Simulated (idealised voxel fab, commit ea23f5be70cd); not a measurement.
Process module heading - voxel gate over fins
Each square cell in cross-section cut measures 5 nm, and the section as a whole is 295 nm wide.
This document writes a cross-section as a grid whose cells are square, and gives it as bands, listed from the top down; one or more rows of cells form a band.
Heads up on the band format: heights come first, top then bottom, in nm. After that it's the materials left to right, each with its width in nm. A single material flagged "edge to edge" fills the whole band edge to edge, and "empty" means there's empty space there.
The level at which height equals 0 is the one under which the wafer, as it arrives, is entirely one material. No lower edge exists for the bottom band, which continues downward and is notated as in "top 0, no bottom".
A width given as "30 to 40" starts at the first number in the band's top row and ends at the second number in its bottom row, shifting by an equal amount at every step from row to row.
Take "left unchanged" at face value: in the step it is given for, the cross-section changed in none of its cells.
"Closed void inventory": sealed empty spaces, 8 cells or more, no open way to top, listed width x height at distance, with distance from the left edge and width, height and distance in nm.
Note: text after step settings on the step line = simulator remark on that step.
"overlay nm" on a masked step: distance the mask lay right of its planned place, negative for left.

### Steps planned for the process
1. op RECEIVE | material Si
2. op CONFORMAL_DEP | material SiN | thk nm 10
3. op PATTERN | tone cover | mask id FINS | material resist | width nm 15 | pitch nm 45 | thk nm 20 | overlay nm 0
4. op DIRECTIONAL_ETCH | etch materials SiN | depth nm 10
5. op DIRECTIONAL_ETCH | etch materials Si | depth nm 40
6. op STRIP | etch materials resist
7. op OXIDIZE | depth nm 5
8. op FILL_DEP | material SiO2 | thk nm 15
9. op CMP | height nm 10
10. op SELECTIVE_ETCH | etch materials SiO2 | depth nm 20
11. op STRIP | etch materials SiN
12. op CONFORMAL_DEP | material HfO2 | thk nm 5
13. op CONFORMAL_DEP | material TiN | thk nm 5
14. op FILL_DEP | material W | thk nm 10
15. op CMP | height nm 15
16. op CONFORMAL_DEP | material SiN | thk nm 10

### This is the cross-section of the wafer as we received it, i.e. after step 1
top 0, no bottom | Si edge to edge
Closed void inventory: none

### first wafer at the end, as planned
top 25, bottom 15 | SiN edge to edge
top 15, bottom 10 | W edge to edge
top 10, bottom 5 | W: 110 / TiN: 25 / W: 20 / TiN: 25 / W: 115
top 5, bottom 0 | W: 110 / TiN: 5 / HfO2: 15 / TiN: 5 / W: 20 / TiN: 5 / HfO2: 15 / TiN: 5 / W: 115
top 0, bottom -5 | TiN: 115 / HfO2: 5 / Si: 5 / HfO2: 5 / TiN: 30 / HfO2: 5 / Si: 5 / HfO2: 5 / TiN: 120
top -5, bottom -10 | HfO2: 120 / Si: 5 / HfO2: 40 / Si: 5 / HfO2: 125
top -10, bottom -45 | SiO2: 120 / Si: 5 / SiO2: 40 / Si: 5 / SiO2: 125
top -45, no bottom | Si edge to edge
Closed void inventory: none

### So this is wafer number two of the two, cut at the end of the module - it started where the first did and had the same plan, we just got one thing wrong running it
top 25, bottom 15 | SiO2 edge to edge
top 15, bottom 10 | W edge to edge
top 10, bottom 5 | W: 110 / TiN: 25 / W: 20 / TiN: 25 / W: 115
top 5, bottom 0 | W: 110 / TiN: 5 / HfO2: 15 / TiN: 5 / W: 20 / TiN: 5 / HfO2: 15 / TiN: 5 / W: 115
top 0, bottom -5 | TiN: 115 / HfO2: 5 / Si: 5 / HfO2: 5 / TiN: 30 / HfO2: 5 / Si: 5 / HfO2: 5 / TiN: 120
top -5, bottom -10 | HfO2: 120 / Si: 5 / HfO2: 40 / Si: 5 / HfO2: 125
top -10, bottom -45 | SiO2: 120 / Si: 5 / SiO2: 40 / Si: 5 / SiO2: 125
top -45, no bottom | Si edge to edge
Closed void inventory: none
Deviation noted in wafer processing: step 16 off recipe, ran as op CONFORMAL_DEP | material SiO2 | thk nm 10
Looking at both finished wafers in cells, the second ends up ahead of or behind the first on some materials: 118 fewer of SiN, 118 more of SiO2
